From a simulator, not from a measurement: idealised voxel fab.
process module | voxel fin reveal
Square cell edge 5 nm, section width 295 nm, ID cut.
Cross-section format: a grid of square cells, given as bands from top to bottom; each band is one or more rows of cells.
Band entry format. Leading values: height of top, height of bottom, nm. Remainder: materials in left-to-right order, each with its width in nm. Special words: "everywhere" on a single material, which then fills the band edge to edge; "blank", empty space.
Height 0 is the level under which the wafer as received is all one material. The lowest band goes on downwards, as in "from 0 down".
Note: "30 to 40" means the width goes from the first number (top row of the band) to the second number (bottom row) in equal steps per row of cells.
Take "nothing was modified" at face value: in the step it is given for, the cross-section changed in none of its cells.
"Closed void roster" - sealed voids, min. 8 cells, no opening to top; format: width x height at distance (distance from left edge; nm throughout).
If you see something after the settings on a step's line, that's the simulator's own remark about that step.
overlay nm: how far to the right of its planned place the mask lay on this masked step (negative: to the left).

## plan
1,RECEIVE with material Si
2,CONFORMAL_DEP with material SiN, thk nm 10
3,PATTERN with tone cover, mask id FINS, material resist, width nm 15, pitch nm 40, thk nm 20, overlay nm 0
4,DIRECTIONAL_ETCH with etch materials SiN, depth nm 10
5,DIRECTIONAL_ETCH with etch materials Si, depth nm 30
6,STRIP with etch materials resist
7,FILL_DEP with material SiO2, thk nm 5
8,CMP with height nm 10
9,SELECTIVE_ETCH with etch materials SiO2, depth nm 25
10,STRIP with etch materials SiN
11,CONFORMAL_DEP with material SiO2, thk nm 5

## Cross-section of the wafer as it came to us, i.e., already through step 1
    from 0 down: Si everywhere
    Closed void roster: none

## Here's the cross-section of the first of our two wafers at the end of the module - it ran as planned
    from 5 to 0: blank 95, SiO2 25, blank 15, SiO2 25, blank 15, SiO2 25, blank 95
    from 0 to -10: blank 95, SiO2 5, Si 15, SiO2 5, blank 15, SiO2 5, Si 15, SiO2 5, blank 15, SiO2 5, Si 15, SiO2 5, blank 95
    from -10 to -30: SiO2 100, Si 15, SiO2 25, Si 15, SiO2 25, Si 15, SiO2 100
    from -30 down: Si everywhere
    Closed void roster: none

## Cross-sectional image of the second wafer of the two following completion of the module. Starting state and process plan were the same as for the first wafer; one execution error occurred
    from 5 to 0: blank 95, SiO2 25, blank 15, SiO2 25, blank 15, SiO2 25, blank 95
    from 0 to -10: blank 95, SiO2 5, Si 15, SiO2 5, blank 15, SiO2 5, Si 15, SiO2 5, blank 15, SiO2 5, Si 15, SiO2 5, blank 95
    from -10 to -20: SiO2 80, blank 15, SiO2 5, Si 15, SiO2 5, blank 15, SiO2 5, Si 15, SiO2 5, blank 15, SiO2 5, Si 15, SiO2 5, blank 15, SiO2 80
    from -20 to -30: SiO2 100, Si 15, SiO2 25, Si 15, SiO2 25, Si 15, SiO2 100
    from -30 down: Si everywhere
    Closed void roster: none
What was the processing mistake? steps 9 and 10 were swapped
at the end the second wafer has, in cells: -24 SiO2
